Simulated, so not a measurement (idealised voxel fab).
Title: Process Module voxel double patterning
Cross-sectional view cut (width: 190 nm; square cell size: 5 nm).
Cross-section format: a grid of square cells, given as bands from top to bottom; each band is one or more rows of cells.
A band entry consists of two parts. The first gives the height of the band's top and the height of its bottom, in nm. The rest lists the band's materials from left to right, each with its width in nm. A single material labelled with the word "throughout" fills the band from edge to edge, and the word "empty" marks empty space.
For the purposes of this specification, 0 denotes the height below which the wafer in its as-received condition is composed wholly of one material, and the lowermost band, lacking a lower limit, extends downward without end, as expressed in "0 nm and below".
Width: "30..40" (first number = top row, second number = bottom row, same change from row to row of cells).
Step note "nothing was modified" = no cross-section cell changed.
What "Completely enclosed voids" gives you is every empty space of 8 cells or more that is cut off from the top. Each appears as width x height at distance, with the distance taken from the left edge and width, height and distance all in nm.
The remark found on a step's line after its settings is issued by the simulator itself and pertains to that step.
overlay nm: mask offset rightward from planned place, masked step; negative means leftward offset.
Pairs follow: section before one process step, section after it down to the lowest changed band, step with settings underneath. Pairs may come from different runs of this module on the same starting wafer; continuity with the pair above only as stated in the "State on entry" entry.

State on entry:
- 0 nm and below = Si throughout
- Completely enclosed voids: none

Cross-Section After Step:
- 5 nm to 0 nm = SiO2 throughout
- All layers under 0 are left as they were.
- Completely enclosed voids: none
What sits between those two cross-sections? CONFORMAL_DEP,material SiO2,thk nm 5

State on entry: the pre-step structure is the one depicted after the step in the pair just above.

Cross-Section After Step:
- 15 nm to 5 nm = TiN throughout
- All layers under 5 are left as they were.
- Completely enclosed voids: none
What sits between those two cross-sections? DIRECTIONAL_DEP,material TiN,thk nm 10

State on entry: the pre-step structure is the one depicted after the step in the pair just above.

Cross-Section After Step:
- 20 nm to 15 nm = SiN throughout
- All layers under 15 are left as they were.
- Completely enclosed voids: none
What sits between those two cross-sections? DIRECTIONAL_DEP,material SiN,thk nm 5

State on entry: the pre-step structure is the one depicted after the step in the pair just above.

Cross-Section After Step:
- 40 nm to 20 nm = resist 60 / empty 15 / resist 35 / empty 15 / resist 65
- All layers under 20 are left as they were.
- Completely enclosed voids: none
What sits between those two cross-sections? PATTERN,tone open,mask id FIRST,material resist,width nm 15,pitch nm 50,thk nm 20,overlay nm 0

State on entry: the pre-step structure is the one depicted after the step in the pair just above.

Cross-Section After Step:
- 40 nm to 20 nm = resist 60 / empty 15 / resist 35 / empty 15 / resist 65
- 20 nm to 15 nm = SiN 60 / empty 15 / SiN 35 / empty 15 / SiN 65
- All layers under 15 are left as they were.
- Completely enclosed voids: none
What sits between those two cross-sections? DIRECTIONAL_ETCH,etch materials SiN,depth nm 5

State on entry: the pre-step structure is the one depicted after the step in the pair just above.

Cross-Section After Step:
- 20 nm to 15 nm = SiN 60 / empty 15 / SiN 35 / empty 15 / SiN 65
- All layers under 15 are left as they were.
- Completely enclosed voids: none
What sits between those two cross-sections? STRIP,etch materials resist

State on entry: the pre-step structure is the one depicted after the step in the pair just above.

Cross-Section After Step:
- 30 nm to 25 nm = aC 60 / empty 15 / aC 35 / empty 15 / aC 65
- 25 nm to 20 nm = aC throughout
- 20 nm to 15 nm = SiN 60 / aC 15 / SiN 35 / aC 15 / SiN 65
- All layers under 15 are left as they were.
- Completely enclosed voids: none
What sits between those two cross-sections? DIRECTIONAL_DEP,material aC,thk nm 10

State on entry: the pre-step structure is the one depicted after the step in the pair just above.

Cross-Section After Step:
- 55 nm to 30 nm = resist 85 / empty 15 / resist 90
- 30 nm to 25 nm = aC 60 / resist 15 / aC 35 / resist 15 / aC 65
- All layers under 25 are left as they were.
- Completely enclosed voids: none
What sits between those two cross-sections? PATTERN,tone open,mask id SECOND,material resist,width nm 15,thk nm 25,overlay nm 0

State on entry: the pre-step structure is the one depicted after the step in the pair just above.

Cross-Section After Step:
- 45 nm to 30 nm = resist 85 / empty 15 / resist 90
- 30 nm to 25 nm = aC 60 / resist 15 / aC 10 / empty 15 / aC 10 / resist 15 / aC 65
- 25 nm to 20 nm = aC 85 / empty 15 / aC 90
- All layers under 20 are left as they were.
- Completely enclosed voids: none
What sits between those two cross-sections? DIRECTIONAL_ETCH,etch materials aC,depth nm 10

State on entry: the pre-step structure is the one depicted after the step in the pair just above.

Cross-Section After Step:
- 30 nm to 25 nm = aC 60 / empty 15 / aC 10 / empty 15 / aC 10 / empty 15 / aC 65
- All layers under 25 are left as they were.
- Completely enclosed voids: none
What sits between those two cross-sections? STRIP,etch materials resist

State on entry: the pre-step structure is the one depicted after the step in the pair just above.

Cross-Section After Step:
- 30 nm to 25 nm = aC 60 / empty 15 / aC 10 / empty 15 / aC 10 / empty 15 / aC 65
- 25 nm to 20 nm = aC 85 / empty 15 / aC 90
- 20 nm to 15 nm = SiN 60 / aC 15 / SiN 10 / empty 15 / SiN 10 / aC 15 / SiN 65
- All layers under 15 are left as they were.
- Completely enclosed voids: none
What sits between those two cross-sections? DIRECTIONAL_ETCH,etch materials SiN,depth nm 5

State on entry: the pre-step structure is the one depicted after the step in the pair just above.

Cross-Section After Step:
- 20 nm to 15 nm = SiN 60 / empty 15 / SiN 10 / empty 15 / SiN 10 / empty 15 / SiN 65
- All layers under 15 are left as they were.
- Completely enclosed voids: none
What sits between those two cross-sections? STRIP,etch materials aC

State on entry: the pre-step structure is the one depicted after the step in the pair just above.

Cross-Section After Step:
- 20 nm to 15 nm = SiN 60 / empty 15 / SiN 10 / empty 15 / SiN 10 / empty 15 / SiN 65
- 15 nm to 5 nm = TiN 60 / empty 15 / TiN 10 / empty 15 / TiN 10 / empty 15 / TiN 65
- All layers under 5 are left as they were.
- Completely enclosed voids: none
What sits between those two cross-sections? DIRECTIONAL_ETCH,etch materials TiN,depth nm 10

State on entry: the pre-step structure is the one depicted after the step in the pair just above.

Cross-Section After Step:
- 15 nm to 5 nm = TiN 60 / empty 15 / TiN 10 / empty 15 / TiN 10 / empty 15 / TiN 65
- All layers under 5 are left as they were.
- Completely enclosed voids: none
What sits between those two cross-sections? STRIP,etch materials SiN

State on entry:
- 0 nm and below = Si throughout
- Completely enclosed voids: none

Cross-Section After Step:
- 10 nm to 0 nm = TiN throughout
- All layers under 0 are left as they were.
- Completely enclosed voids: none
What sits between those two cross-sections? DIRECTIONAL_DEP,material TiN,thk nm 10

State on entry: the pre-step structure is the one depicted after the step in the pair just above.

Cross-Section After Step:
- 15 nm to 10 nm = SiN throughout
- All layers under 10 are left as they were.
- Completely enclosed voids: none
What sits between those two cross-sections? DIRECTIONAL_DEP,material SiN,thk nm 5

State on entry: the pre-step structure is the one depicted after the step in the pair just above.

Cross-Section After Step:
- 35 nm to 15 nm = resist 60 / empty 15 / resist 35 / empty 15 / resist 65
- All layers under 15 are left as they were.
- Completely enclosed voids: none
What sits between those two cross-sections? PATTERN,tone open,mask id FIRST,material resist,width nm 15,pitch nm 50,thk nm 20,overlay nm 0

State on entry: the pre-step structure is the one depicted after the step in the pair just above.

Cross-Section After Step:
- 35 nm to 15 nm = resist 60 / empty 15 / resist 35 / empty 15 / resist 65
- 15 nm to 10 nm = SiN 60 / empty 15 / SiN 35 / empty 15 / SiN 65
- All layers under 10 are left as they were.
- Completely enclosed voids: none
What sits between those two cross-sections? DIRECTIONAL_ETCH,etch materials SiN,depth nm 5

State on entry: the pre-step structure is the one depicted after the step in the pair just above.

Cross-Section After Step:
- 15 nm to 10 nm = SiN 60 / empty 15 / SiN 35 / empty 15 / SiN 65
- All layers under 10 are left as they were.
- Completely enclosed voids: none
What sits between those two cross-sections? STRIP,etch materials resist

State on entry: the pre-step structure is the one depicted after the step in the pair just above.

Cross-Section After Step:
- 25 nm to 20 nm = aC 60 / empty 15 / aC 35 / empty 15 / aC 65
- 20 nm to 15 nm = aC throughout
- 15 nm to 10 nm = SiN 60 / aC 15 / SiN 35 / aC 15 / SiN 65
- All layers under 10 are left as they were.
- Completely enclosed voids: none
What sits between those two cross-sections? DIRECTIONAL_DEP,material aC,thk nm 10

State on entry: the pre-step structure is the one depicted after the step in the pair just above.

Cross-Section After Step:
- 50 nm to 25 nm = resist 85 / empty 15 / resist 90
- 25 nm to 20 nm = aC 60 / resist 15 / aC 35 / resist 15 / aC 65
- All layers under 20 are left as they were.
- Completely enclosed voids: none
What sits between those two cross-sections? PATTERN,tone open,mask id SECOND,material resist,width nm 15,thk nm 25,overlay nm 0

State on entry: the pre-step structure is the one depicted after the step in the pair just above.

Cross-Section After Step:
- 40 nm to 25 nm = resist 85 / empty 15 / resist 90
- 25 nm to 20 nm = aC 60 / resist 15 / aC 10 / empty 15 / aC 10 / resist 15 / aC 65
- 20 nm to 15 nm = aC 85 / empty 15 / aC 90
- All layers under 15 are left as they were.
- Completely enclosed voids: none
What sits between those two cross-sections? DIRECTIONAL_ETCH,etch materials aC,depth nm 10

State on entry: the pre-step structure is the one depicted after the step in the pair just above.

Cross-Section After Step:
- 25 nm to 20 nm = aC 60 / empty 15 / aC 10 / empty 15 / aC 10 / empty 15 / aC 65
- All layers under 20 are left as they were.
- Completely enclosed voids: none
What sits between those two cross-sections? STRIP,etch materials resist

State on entry: the pre-step structure is the one depicted after the step in the pair just above.

Cross-Section After Step:
- 25 nm to 20 nm = aC 60 / empty 15 / aC 10 / empty 15 / aC 10 / empty 15 / aC 65
- 20 nm to 15 nm = aC 85 / empty 15 / aC 90
- 15 nm to 10 nm = SiN 60 / aC 15 / SiN 10 / empty 15 / SiN 10 / aC 15 / SiN 65
- All layers under 10 are left as they were.
- Completely enclosed voids: none
What sits between those two cross-sections? DIRECTIONAL_ETCH,etch materials SiN,depth nm 5

State on entry: the pre-step structure is the one depicted after the step in the pair just above.

Cross-Section After Step:
- 15 nm to 10 nm = SiN 60 / empty 15 / SiN 10 / empty 15 / SiN 10 / empty 15 / SiN 65
- All layers under 10 are left as they were.
- Completely enclosed voids: none
What sits between those two cross-sections? STRIP,etch materials aC

State on entry: the pre-step structure is the one depicted after the step in the pair just above.

Cross-Section After Step:
- 15 nm to 10 nm = SiN 60 / empty 15 / SiN 10 / empty 15 / SiN 10 / empty 15 / SiN 65
- 10 nm to 0 nm = TiN 60 / empty 15 / TiN 10 / empty 15 / TiN 10 / empty 15 / TiN 65
- All layers under 0 are left as they were.
- Completely enclosed voids: none
What sits between those two cross-sections? DIRECTIONAL_ETCH,etch materials TiN,depth nm 10

State on entry: the pre-step structure is the one depicted after the step in the pair just above.

Cross-Section After Step:
- 10 nm to 0 nm = TiN 60 / empty 15 / TiN 10 / empty 15 / TiN 10 / empty 15 / TiN 65
- All layers under 0 are left as they were.
- Completely enclosed voids: none
What sits between those two cross-sections? STRIP,etch materials SiN

State on entry:
- 10 nm to 0 nm = TiN throughout
- 0 nm and below = Si throughout
- Completely enclosed voids: none

Cross-Section After Step:
- 15 nm to 10 nm = SiO2 throughout
- All layers under 10 are left as they were.
- Completely enclosed voids: none
What sits between those two cross-sections? CONFORMAL_DEP,material SiO2,thk nm 5

State on entry: the pre-step structure is the one depicted after the step in the pair just above.

Cross-Section After Step:
- 20 nm to 15 nm = SiN throughout
- All layers under 15 are left as they were.
- Completely enclosed voids: none
What sits between those two cross-sections? DIRECTIONAL_DEP,material SiN,thk nm 5

State on entry: the pre-step structure is the one depicted after the step in the pair just above.

Cross-Section After Step:
- 40 nm to 20 nm = resist 60 / empty 15 / resist 35 / empty 15 / resist 65
- All layers under 20 are left as they were.
- Completely enclosed voids: none
What sits between those two cross-sections? PATTERN,tone open,mask id FIRST,material resist,width nm 15,pitch nm 50,thk nm 20,overlay nm 0

State on entry: the pre-step structure is the one depicted after the step in the pair just above.

Cross-Section After Step:
- 40 nm to 20 nm = resist 60 / empty 15 / resist 35 / empty 15 / resist 65
- 20 nm to 15 nm = SiN 60 / empty 15 / SiN 35 / empty 15 / SiN 65
- All layers under 15 are left as they were.
- Completely enclosed voids: none
What sits between those two cross-sections? DIRECTIONAL_ETCH,etch materials SiN,depth nm 5

State on entry: the pre-step structure is the one depicted after the step in the pair just above.

Cross-Section After Step:
- 20 nm to 15 nm = SiN 60 / empty 15 / SiN 35 / empty 15 / SiN 65
- All layers under 15 are left as they were.
- Completely enclosed voids: none
What sits between those two cross-sections? STRIP,etch materials resist

State on entry: the pre-step structure is the one depicted after the step in the pair just above.

Cross-Section After Step:
- 30 nm to 25 nm = aC 60 / empty 15 / aC 35 / empty 15 / aC 65
- 25 nm to 20 nm = aC throughout
- 20 nm to 15 nm = SiN 60 / aC 15 / SiN 35 / aC 15 / SiN 65
- All layers under 15 are left as they were.
- Completely enclosed voids: none
What sits between those two cross-sections? DIRECTIONAL_DEP,material aC,thk nm 10

State on entry: the pre-step structure is the one depicted after the step in the pair just above.

Cross-Section After Step:
- 55 nm to 30 nm = resist 85 / empty 15 / resist 90
- 30 nm to 25 nm = aC 60 / resist 15 / aC 35 / resist 15 / aC 65
- All layers under 25 are left as they were.
- Completely enclosed voids: none
What sits between those two cross-sections? PATTERN,tone open,mask id SECOND,material resist,width nm 15,thk nm 25,overlay nm 0

State on entry: the pre-step structure is the one depicted after the step in the pair just above.

Cross-Section After Step:
- 45 nm to 30 nm = resist 85 / empty 15 / resist 90
- 30 nm to 25 nm = aC 60 / resist 15 / aC 10 / empty 15 / aC 10 / resist 15 / aC 65
- 25 nm to 20 nm = aC 85 / empty 15 / aC 90
- All layers under 20 are left as they were.
- Completely enclosed voids: none
What sits between those two cross-sections? DIRECTIONAL_ETCH,etch materials aC,depth nm 10

State on entry: the pre-step structure is the one depicted after the step in the pair just above.

Cross-Section After Step:
- 30 nm to 25 nm = aC 60 / empty 15 / aC 10 / empty 15 / aC 10 / empty 15 / aC 65
- All layers under 25 are left as they were.
- Completely enclosed voids: none
What sits between those two cross-sections? STRIP,etch materials resist

State on entry: the pre-step structure is the one depicted after the step in the pair just above.

Cross-Section After Step:
- 30 nm to 25 nm = aC 60 / empty 15 / aC 10 / empty 15 / aC 10 / empty 15 / aC 65
- 25 nm to 20 nm = aC 85 / empty 15 / aC 90
- 20 nm to 15 nm = SiN 60 / aC 15 / SiN 10 / empty 15 / SiN 10 / aC 15 / SiN 65
- All layers under 15 are left as they were.
- Completely enclosed voids: none
What sits between those two cross-sections? DIRECTIONAL_ETCH,etch materials SiN,depth nm 5

State on entry: the pre-step structure is the one depicted after the step in the pair just above.

Cross-Section After Step:
- 20 nm to 15 nm = SiN 60 / empty 15 / SiN 10 / empty 15 / SiN 10 / empty 15 / SiN 65
- All layers under 15 are left as they were.
- Completely enclosed voids: none
What sits between those two cross-sections? STRIP,etch materials aC

State on entry: the pre-step structure is the one depicted after the step in the pair just above.

Cross-Section After Step:
- 15 nm to 10 nm = SiO2 throughout
- All layers under 10 are left as they were.
- Completely enclosed voids: none
What sits between those two cross-sections? STRIP,etch materials SiN

State on entry:
- 5 nm to 0 nm = SiO2 throughout
- 0 nm and below = Si throughout
- Completely enclosed voids: none

Cross-Section After Step:
- 20 nm to 5 nm = TiN throughout
- All layers under 5 are left as they were.
- Completely enclosed voids: none
What sits between those two cross-sections? DIRECTIONAL_DEP,material TiN,thk nm 15

State on entry: the pre-step structure is the one depicted after the step in the pair just above.

Cross-Section After Step:
- 25 nm to 20 nm = SiN throughout
- All layers under 20 are left as they were.
- Completely enclosed voids: none
What sits between those two cross-sections? DIRECTIONAL_DEP,material SiN,thk nm 5

State on entry: the pre-step structure is the one depicted after the step in the pair just above.

Cross-Section After Step:
- 45 nm to 25 nm = resist 60 / empty 15 / resist 35 / empty 15 / resist 65
- All layers under 25 are left as they were.
- Completely enclosed voids: none
What sits between those two cross-sections? PATTERN,tone open,mask id FIRST,material resist,width nm 15,pitch nm 50,thk nm 20,overlay nm 0

State on entry: the pre-step structure is the one depicted after the step in the pair just above.

Cross-Section After Step:
- 45 nm to 25 nm = resist 60 / empty 15 / resist 35 / empty 15 / resist 65
- 25 nm to 20 nm = SiN 60 / empty 15 / SiN 35 / empty 15 / SiN 65
- All layers under 20 are left as they were.
- Completely enclosed voids: none
What sits between those two cross-sections? DIRECTIONAL_ETCH,etch materials SiN,depth nm 5

State on entry: the pre-step structure is the one depicted after the step in the pair just above.

Cross-Section After Step:
- 25 nm to 20 nm = SiN 60 / empty 15 / SiN 35 / empty 15 / SiN 65
- All layers under 20 are left as they were.
- Completely enclosed voids: none
What sits between those two cross-sections? STRIP,etch materials resist

State on entry: the pre-step structure is the one depicted after the step in the pair just above.

Cross-Section After Step:
- 35 nm to 30 nm = aC 60 / empty 15 / aC 35 / empty 15 / aC 65
- 30 nm to 25 nm = aC throughout
- 25 nm to 20 nm = SiN 60 / aC 15 / SiN 35 / aC 15 / SiN 65
- All layers under 20 are left as they were.
- Completely enclosed voids: none
What sits between those two cross-sections? DIRECTIONAL_DEP,material aC,thk nm 10

State on entry: the pre-step structure is the one depicted after the step in the pair just above.

Cross-Section After Step:
- 60 nm to 35 nm = resist 85 / empty 15 / resist 90
- 35 nm to 30 nm = aC 60 / resist 15 / aC 35 / resist 15 / aC 65
- All layers under 30 are left as they were.
- Completely enclosed voids: none
What sits between those two cross-sections? PATTERN,tone open,mask id SECOND,material resist,width nm 15,thk nm 25,overlay nm 0

State on entry: the pre-step structure is the one depicted after the step in the pair just above.

Cross-Section After Step:
- 50 nm to 35 nm = resist 85 / empty 15 / resist 90
- 35 nm to 30 nm = aC 60 / resist 15 / aC 10 / empty 15 / aC 10 / resist 15 / aC 65
- 30 nm to 25 nm = aC 85 / empty 15 / aC 90
- All layers under 25 are left as they were.
- Completely enclosed voids: none
What sits between those two cross-sections? DIRECTIONAL_ETCH,etch materials aC,depth nm 10

State on entry: the pre-step structure is the one depicted after the step in the pair just above.

Cross-Section After Step:
- 35 nm to 30 nm = aC 60 / empty 15 / aC 10 / empty 15 / aC 10 / empty 15 / aC 65
- All layers under 30 are left as they were.
- Completely enclosed voids: none
What sits between those two cross-sections? STRIP,etch materials resist

State on entry: the pre-step structure is the one depicted after the step in the pair just above.

Cross-Section After Step:
- 35 nm to 30 nm = aC 60 / empty 15 / aC 10 / empty 15 / aC 10 / empty 15 / aC 65
- 30 nm to 25 nm = aC 85 / empty 15 / aC 90
- 25 nm to 20 nm = SiN 60 / aC 15 / SiN 10 / empty 15 / SiN 10 / aC 15 / SiN 65
- All layers under 20 are left as they were.
- Completely enclosed voids: none
What sits between those two cross-sections? DIRECTIONAL_ETCH,etch materials SiN,depth nm 5

State on entry: the pre-step structure is the one depicted after the step in the pair just above.

Cross-Section After Step:
- 25 nm to 20 nm = SiN 60 / empty 15 / SiN 10 / empty 15 / SiN 10 / empty 15 / SiN 65
- All layers under 20 are left as they were.
- Completely enclosed voids: none
What sits between those two cross-sections? STRIP,etch materials aC

State on entry: the pre-step structure is the one depicted after the step in the pair just above.

Cross-Section After Step:
- 25 nm to 20 nm = SiN 60 / empty 15 / SiN 10 / empty 15 / SiN 10 / empty 15 / SiN 65
- 20 nm to 10 nm = TiN 60 / empty 15 / TiN 10 / empty 15 / TiN 10 / empty 15 / TiN 65
- All layers under 10 are left as they were.
- Completely enclosed voids: none
What sits between those two cross-sections? DIRECTIONAL_ETCH,etch materials TiN,depth nm 10

State on entry: the pre-step structure is the one depicted after the step in the pair just above.

Cross-Section After Step:
- 20 nm to 10 nm = TiN 60 / empty 15 / TiN 10 / empty 15 / TiN 10 / empty 15 / TiN 65
- All layers under 10 are left as they were.
- Completely enclosed voids: none
What sits between those two cross-sections? STRIP,etch materials SiN

State on entry:
- 20 nm to 15 nm = SiN throughout
- 15 nm to 5 nm = TiN throughout
- 5 nm to 0 nm = SiO2 throughout
- 0 nm and below = Si throughout
- Completely enclosed voids: none

Cross-Section After Step:
- 40 nm to 20 nm = resist 55 / empty 25 / resist 25 / empty 25 / resist 60
- All layers under 20 are left as they were.
- Completely enclosed voids: none
What sits between those two cross-sections? PATTERN,tone open,mask id FIRST,material resist,width nm 25,pitch nm 50,thk nm 20,overlay nm 0

State on entry: the pre-step structure is the one depicted after the step in the pair just above.

Cross-Section After Step:
- 40 nm to 20 nm = resist 55 / empty 25 / resist 25 / empty 25 / resist 60
- 20 nm to 15 nm = SiN 55 / empty 25 / SiN 25 / empty 25 / SiN 60
- All layers under 15 are left as they were.
- Completely enclosed voids: none
What sits between those two cross-sections? DIRECTIONAL_ETCH,etch materials SiN,depth nm 5

State on entry: the pre-step structure is the one depicted after the step in the pair just above.

Cross-Section After Step:
- 20 nm to 15 nm = SiN 55 / empty 25 / SiN 25 / empty 25 / SiN 60
- All layers under 15 are left as they were.
- Completely enclosed voids: none
What sits between those two cross-sections? STRIP,etch materials resist

State on entry: the pre-step structure is the one depicted after the step in the pair just above.

Cross-Section After Step:
- 30 nm to 25 nm = aC 55 / empty 25 / aC 25 / empty 25 / aC 60
- 25 nm to 20 nm = aC throughout
- 20 nm to 15 nm = SiN 55 / aC 25 / SiN 25 / aC 25 / SiN 60
- All layers under 15 are left as they were.
- Completely enclosed voids: none
What sits between those two cross-sections? DIRECTIONAL_DEP,material aC,thk nm 10

State on entry: the pre-step structure is the one depicted after the step in the pair just above.

Cross-Section After Step:
- 55 nm to 30 nm = resist 85 / empty 15 / resist 90
- 30 nm to 25 nm = aC 55 / resist 25 / aC 25 / resist 25 / aC 60
- All layers under 25 are left as they were.
- Completely enclosed voids: none
What sits between those two cross-sections? PATTERN,tone open,mask id SECOND,material resist,width nm 15,thk nm 25,overlay nm 0

State on entry: the pre-step structure is the one depicted after the step in the pair just above.

Cross-Section After Step:
- 45 nm to 30 nm = resist 85 / empty 15 / resist 90
- 30 nm to 25 nm = aC 55 / resist 25 / aC 5 / empty 15 / aC 5 / resist 25 / aC 60
- 25 nm to 20 nm = aC 85 / empty 15 / aC 90
- All layers under 20 are left as they were.
- Completely enclosed voids: none
What sits between those two cross-sections? DIRECTIONAL_ETCH,etch materials aC,depth nm 10

State on entry: the pre-step structure is the one depicted after the step in the pair just above.

Cross-Section After Step:
- 30 nm to 25 nm = aC 55 / empty 25 / aC 5 / empty 15 / aC 5 / empty 25 / aC 60
- All layers under 25 are left as they were.
- Completely enclosed voids: none
What sits between those two cross-sections? STRIP,etch materials resist

State on entry: the pre-step structure is the one depicted after the step in the pair just above.

Cross-Section After Step:
- 30 nm to 25 nm = aC 55 / empty 25 / aC 5 / empty 15 / aC 5 / empty 25 / aC 60
- 25 nm to 20 nm = aC 85 / empty 15 / aC 90
- 20 nm to 15 nm = SiN 55 / aC 25 / SiN 5 / empty 15 / SiN 5 / aC 25 / SiN 60
- All layers under 15 are left as they were.
- Completely enclosed voids: none
What sits between those two cross-sections? DIRECTIONAL_ETCH,etch materials SiN,depth nm 5

State on entry: the pre-step structure is the one depicted after the step in the pair just above.

Cross-Section After Step:
- 20 nm to 15 nm = SiN 55 / empty 25 / SiN 5 / empty 15 / SiN 5 / empty 25 / SiN 60
- All layers under 15 are left as they were.
- Completely enclosed voids: none
What sits between those two cross-sections? STRIP,etch materials aC

State on entry: the pre-step structure is the one depicted after the step in the pair just above.

Cross-Section After Step:
- 20 nm to 15 nm = SiN 55 / empty 25 / SiN 5 / empty 15 / SiN 5 / empty 25 / SiN 60
- 15 nm to 5 nm = TiN 55 / empty 25 / TiN 5 / empty 15 / TiN 5 / empty 25 / TiN 60
- All layers under 5 are left as they were.
- Completely enclosed voids: none
What sits between those two cross-sections? DIRECTIONAL_ETCH,etch materials TiN,depth nm 10

State on entry: the pre-step structure is the one depicted after the step in the pair just above.

Cross-Section After Step:
- 15 nm to 5 nm = TiN 55 / empty 25 / TiN 5 / empty 15 / TiN 5 / empty 25 / TiN 60
- All layers under 5 are left as they were.
- Completely enclosed voids: none
What sits between those two cross-sections? STRIP,etch materials SiN

State on entry:
- 20 nm to 15 nm = SiN throughout
- 15 nm to 5 nm = TiN throughout
- 5 nm to 0 nm = SiO2 throughout
- 0 nm and below = Si throughout
- Completely enclosed voids: none

Cross-Section After Step:
- 40 nm to 20 nm = resist 70 / empty 15 / resist 35 / empty 15 / resist 55
- All layers under 20 are left as they were.
- Completely enclosed voids: none
What sits between those two cross-sections? PATTERN,tone open,mask id FIRST,material resist,width nm 15,pitch nm 50,thk nm 20,overlay nm 10

State on entry: the pre-step structure is the one depicted after the step in the pair just above.

Cross-Section After Step:
- 40 nm to 20 nm = resist 70 / empty 15 / resist 35 / empty 15 / resist 55
- 20 nm to 15 nm = SiN 70 / empty 15 / SiN 35 / empty 15 / SiN 55
- All layers under 15 are left as they were.
- Completely enclosed voids: none
What sits between those two cross-sections? DIRECTIONAL_ETCH,etch materials SiN,depth nm 5

State on entry: the pre-step structure is the one depicted after the step in the pair just above.

Cross-Section After Step:
- 20 nm to 15 nm = SiN 70 / empty 15 / SiN 35 / empty 15 / SiN 55
- All layers under 15 are left as they were.
- Completely enclosed voids: none
What sits between those two cross-sections? STRIP,etch materials resist

State on entry: the pre-step structure is the one depicted after the step in the pair just above.

Cross-Section After Step:
- 30 nm to 25 nm = aC 70 / empty 15 / aC 35 / empty 15 / aC 55
- 25 nm to 20 nm = aC throughout
- 20 nm to 15 nm = SiN 70 / aC 15 / SiN 35 / aC 15 / SiN 55
- All layers under 15 are left as they were.
- Completely enclosed voids: none
What sits between those two cross-sections? DIRECTIONAL_DEP,material aC,thk nm 10

State on entry: the pre-step structure is the one depicted after the step in the pair just above.

Cross-Section After Step:
- 55 nm to 30 nm = resist 85 / empty 15 / resist 90
- 30 nm to 25 nm = aC 70 / resist 15 / aC 35 / resist 15 / aC 55
- All layers under 25 are left as they were.
- Completely enclosed voids: none
What sits between those two cross-sections? PATTERN,tone open,mask id SECOND,material resist,width nm 15,thk nm 25,overlay nm 0

State on entry: the pre-step structure is the one depicted after the step in the pair just above.

Cross-Section After Step:
- 45 nm to 30 nm = resist 85 / empty 15 / resist 90
- 30 nm to 25 nm = aC 70 / resist 15 / empty 15 / aC 20 / resist 15 / aC 55
- 25 nm to 20 nm = aC 85 / empty 15 / aC 90
- All layers under 20 are left as they were.
- Completely enclosed voids: none
What sits between those two cross-sections? DIRECTIONAL_ETCH,etch materials aC,depth nm 10

State on entry: the pre-step structure is the one depicted after the step in the pair just above.

Cross-Section After Step:
- 30 nm to 25 nm = aC 70 / empty 30 / aC 20 / empty 15 / aC 55
- All layers under 25 are left as they were.
- Completely enclosed voids: none
What sits between those two cross-sections? STRIP,etch materials resist

State on entry: the pre-step structure is the one depicted after the step in the pair just above.

Cross-Section After Step:
- 30 nm to 25 nm = aC 70 / empty 30 / aC 20 / empty 15 / aC 55
- 25 nm to 20 nm = aC 85 / empty 15 / aC 90
- 20 nm to 15 nm = SiN 70 / aC 15 / empty 15 / SiN 20 / aC 15 / SiN 55
- All layers under 15 are left as they were.
- Completely enclosed voids: none
What sits between those two cross-sections? DIRECTIONAL_ETCH,etch materials SiN,depth nm 5

State on entry: the pre-step structure is the one depicted after the step in the pair just above.

Cross-Section After Step:
- 20 nm to 15 nm = SiN 70 / empty 30 / SiN 20 / empty 15 / SiN 55
- All layers under 15 are left as they were.
- Completely enclosed voids: none
What sits between those two cross-sections? STRIP,etch materials aC

State on entry: the pre-step structure is the one depicted after the step in the pair just above.

Cross-Section After Step:
- 20 nm to 15 nm = SiN 70 / empty 30 / SiN 20 / empty 15 / SiN 55
- 15 nm to 5 nm = TiN 70 / empty 30 / TiN 20 / empty 15 / TiN 55
- All layers under 5 are left as they were.
- Completely enclosed voids: none
What sits between those two cross-sections? DIRECTIONAL_ETCH,etch materials TiN,depth nm 10

State on entry: the pre-step structure is the one depicted after the step in the pair just above.

Cross-Section After Step:
- 15 nm to 5 nm = TiN 70 / empty 30 / TiN 20 / empty 15 / TiN 55
- All layers under 5 are left as they were.
- Completely enclosed voids: none
What sits between those two cross-sections? STRIP,etch materials SiN

State on entry:
- 45 nm to 30 nm = resist 85 / empty 15 / resist 90
- 30 nm to 25 nm = aC 60 / resist 15 / aC 10 / empty 15 / aC 10 / resist 15 / aC 65
- 25 nm to 20 nm = aC 85 / empty 15 / aC 90
- 20 nm to 15 nm = SiN 60 / aC 15 / SiN 35 / aC 15 / SiN 65
- 15 nm to 5 nm = TiN throughout
- 5 nm to 0 nm = SiO2 throughout
- 0 nm and below = Si throughout
- Completely enclosed voids: none

Cross-Section After Step:
- 45 nm to 30 nm = resist 85 / empty 15 / resist 90
- 30 nm to 25 nm = aC 60 / resist 15 / aC 10 / empty 15 / aC 10 / resist 15 / aC 65
- 25 nm to 20 nm = aC 85 / empty 15 / aC 90
- 20 nm to 15 nm = SiN 60 / aC 15 / empty 35 / aC 15 / SiN 65
- All layers under 15 are left as they were.
- Completely enclosed voids: none
What sits between those two cross-sections? STRIP,etch materials SiN

State on entry: the pre-step structure is the one depicted after the step in the pair just above.

Cross-Section After Step:
- 20 nm to 15 nm = SiN 60 / empty 65 / SiN 65
- All layers under 15 are left as they were.
- Completely enclosed voids: none
What sits between those two cross-sections? STRIP,etch materials aC

State on entry: the pre-step structure is the one depicted after the step in the pair just above.

Cross-Section After Step:
- 20 nm to 15 nm = SiN 60 / empty 65 / SiN 65
- 15 nm to 5 nm = TiN 60 / empty 65 / TiN 65
- All layers under 5 are left as they were.
- Completely enclosed voids: none
What sits between those two cross-sections? DIRECTIONAL_ETCH,etch materials TiN,depth nm 10

State on entry: the pre-step structure is the one depicted after the step in the pair just above.

Cross-Section After Step:
- 15 nm to 5 nm = TiN 60 / empty 65 / TiN 65
- All layers under 5 are left as they were.
- Completely enclosed voids: none
What sits between those two cross-sections? STRIP,etch materials SiN

State on entry:
- 30 nm to 25 nm = aC 60 / empty 15 / aC 35 / empty 15 / aC 65
- 25 nm to 20 nm = aC throughout
- 20 nm to 15 nm = SiN 60 / aC 15 / SiN 35 / aC 15 / SiN 65
- 15 nm to 5 nm = TiN throughout
- 5 nm to 0 nm = SiO2 throughout
- 0 nm and below = Si throughout
- Completely enclosed voids: none

Cross-Section After Step:
- 55 nm to 30 nm = empty 85 / resist 15 / empty 90
- All layers under 30 are left as they were.
- Completely enclosed voids: none
What sits between those two cross-sections? PATTERN,tone cover,mask id SECOND,material resist,width nm 15,thk nm 25,overlay nm 0
